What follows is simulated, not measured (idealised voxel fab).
Process module heading - voxel spacer lines
For reference, the cross-section in this document is cut, with width 205 nm and square cells of 5 nm.
Think of the cross-section as a grid of square cells. We describe it in bands, top to bottom, and each band covers one or more rows of those cells. Band entry format. Leading values: height of top, height of bottom, nm. Remainder: materials in left-to-right order, each with its width in nm. Special words: "full width" on a single material, which then fills the band edge to edge; "air", empty space. It should be noted that heights are counted from 0, beneath which the wafer as supplied is of one material throughout, and that the lowest band possesses no lower boundary but continues downward, as written in "0..down". The two numbers in a width such as "30->40" mark its ends across the band: the first belongs to the top row of cells, the second to the bottom row, and from each row to the next the width moves by the same amount. Where the words "changes: none" appear for a step, the cross-section shows no cell changed by that step; every cell remained as before. So "Closed void listing" is basically the list of trapped voids: any empty space of 8 cells or more that can't reach the top through an opening. They're written width x height at distance, the distance being from the left edge, and it's all nm. Post-settings text on a step line: simulator's own remark regarding the step. A step's line can hold "overlay nm"; with a mask on that step, the setting says how far right of the planned place the mask lay, while a negative setting says it lay to the left.

# These are the steps we planned for the process
1 RECEIVE (material Si)
2 CONFORMAL_DEP (material Al2O3; thk nm 10)
3 DIRECTIONAL_DEP (material SiN; thk nm 20)
4 DIRECTIONAL_DEP (material polySi; thk nm 20)
5 PATTERN (tone cover; mask id MANDREL; material resist; width nm 20; pitch nm 70; thk nm 30; overlay nm 0)
6 DIRECTIONAL_ETCH (etch materials polySi; depth nm 20)
7 STRIP (etch materials resist)
8 CONFORMAL_DEP (material SiO2; thk nm 15)
9 DIRECTIONAL_ETCH (etch materials SiO2; depth nm 15)
10 STRIP (etch materials polySi)
11 DIRECTIONAL_ETCH (etch materials SiN; depth nm 20)
12 STRIP (etch materials SiO2)

# The cross-section here shows the wafer as received, i.e. in its state after step 1
> 0..down  Si full width
> Closed void listing: none

# The first of the two wafers as seen in cross-section once the module was finished; processing followed the plan
> 30..10  air=5 | SiN=15 | air=20 | SiN=15 | air=20 | SiN=15 | air=20 | SiN=15 | air=20 | SiN=15 | air=20 | SiN=15 | air=10
> 10..0  Al2O3 full width
> 0..down  Si full width
> Closed void listing: none

# Here's the second of our two wafers sectioned at module end. Same start as the first, same plan, but one mistake got made running it
> 30..10  air=15 | SiN=5 | air=20 | SiN=5 | air=40 | SiN=5 | air=20 | SiN=5 | air=40 | SiN=5 | air=20 | SiN=5 | air=20
> 10..0  Al2O3 full width
> 0..down  Si full width
> Closed void listing: none
Where did the run depart from the plan? planned and actual differ for step 8; actual: CONFORMAL_DEP (material SiO2; thk nm 5)
The second wafer ends with more or fewer cells of some materials than the first, per final count: -48 SiN
